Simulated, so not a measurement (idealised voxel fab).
Proc. module: voxel air gaps
Cross-sectional view cut (width: 250 nm; square cell size: 5 nm).
Heads up, the way a cross-section reads in here is a grid of square cells, handed over as bands from the top down, with every band being one or more rows of cells. A band entry consists of two parts. The first gives the height of the band's top and the height of its bottom, in nm. The rest lists the band's materials from left to right, each with its width in nm. A single material labelled with the word "edge to edge" fills the band from edge to edge, and the word "air" marks empty space. Ref level 0: as-received wafer is one material below here. Bottom band extends down with no lower bound ("0 and below"). Per-row width for "30 to 40": begins at first number (top row of band), ends at second number (bottom row), increment between rows held constant. No cell of the cross-section changed in a step that is given as "nothing altered". Closed empty spaces (no open way to the top) of 8 cells or more are what "Enclosed void entries" lists, each as width x height at distance from the left edge, nm for all three. On a step's line, text after the settings is the simulator commenting on that step. overlay nm: for a step with a mask, the amount by which the mask lay right of where it was planned; a negative amount means left of it.
[The following list gives the planned process steps]
1) RECEIVE (material Si)
2) CONFORMAL_DEP (material SiO2; thk nm 10)
3) CONFORMAL_DEP (material SiN; thk nm 5)
4) DIRECTIONAL_DEP (material SiO2; thk nm 35)
5) DIRECTIONAL_DEP (material aC; thk nm 10)
6) PATTERN (tone open; mask id LINES; material resist; width nm 15; pitch nm 45; thk nm 25; overlay nm -15)
7) DIRECTIONAL_ETCH (etch materials aC; depth nm 10)
8) STRIP (etch materials resist)
9) DIRECTIONAL_ETCH (etch materials SiO2; depth nm 35)
10) STRIP (etch materials aC)
11) CONFORMAL_DEP (material TiN; thk nm 5)
12) FILL_DEP (material W; thk nm 5)
13) CMP (height nm 50)
14) EPI (material Ru; thk nm 10)
15) SELECTIVE_ETCH (etch materials SiO2; depth nm 45)
16) CONFORMAL_DEP (material SiN; thk nm 5)
It is noted that the wafers described herein are identical at the outset and are distinguished by the overlay nm of step 6; the value stated in the plan corresponds to the first wafer.
[Received wafers, first of several: cross-section after step 1]
- 0 and below | Si edge to edge
- Enclosed void entries: none
[Per wafer, end of module: cells gained (+) or lost (-) per material since receipt, then closed voids]
overlay nm -15; +42 Ru; +178 SiN; +100 SiO2; +45 TiN; +18 W; Enclosed void entries: 20 x 25 at 75; 20 x 25 at 120
overlay nm -10; +42 Ru; +178 SiN; +100 SiO2; +45 TiN; +18 W; Enclosed void entries: 20 x 25 at 80; 20 x 25 at 125
overlay nm -5; +42 Ru; +178 SiN; +100 SiO2; +45 TiN; +18 W; Enclosed void entries: 20 x 25 at 85; 20 x 25 at 130
overlay nm 0; +42 Ru; +178 SiN; +100 SiO2; +45 TiN; +18 W; Enclosed void entries: 20 x 25 at 90; 20 x 25 at 135
overlay nm 5; +42 Ru; +178 SiN; +100 SiO2; +45 TiN; +18 W; Enclosed void entries: 20 x 25 at 95; 20 x 25 at 140
overlay nm 10; +42 Ru; +178 SiN; +100 SiO2; +45 TiN; +18 W; Enclosed void entries: 20 x 25 at 100; 20 x 25 at 145
overlay nm 15; +42 Ru; +178 SiN; +100 SiO2; +45 TiN; +18 W; Enclosed void entries: 20 x 25 at 105; 20 x 25 at 150
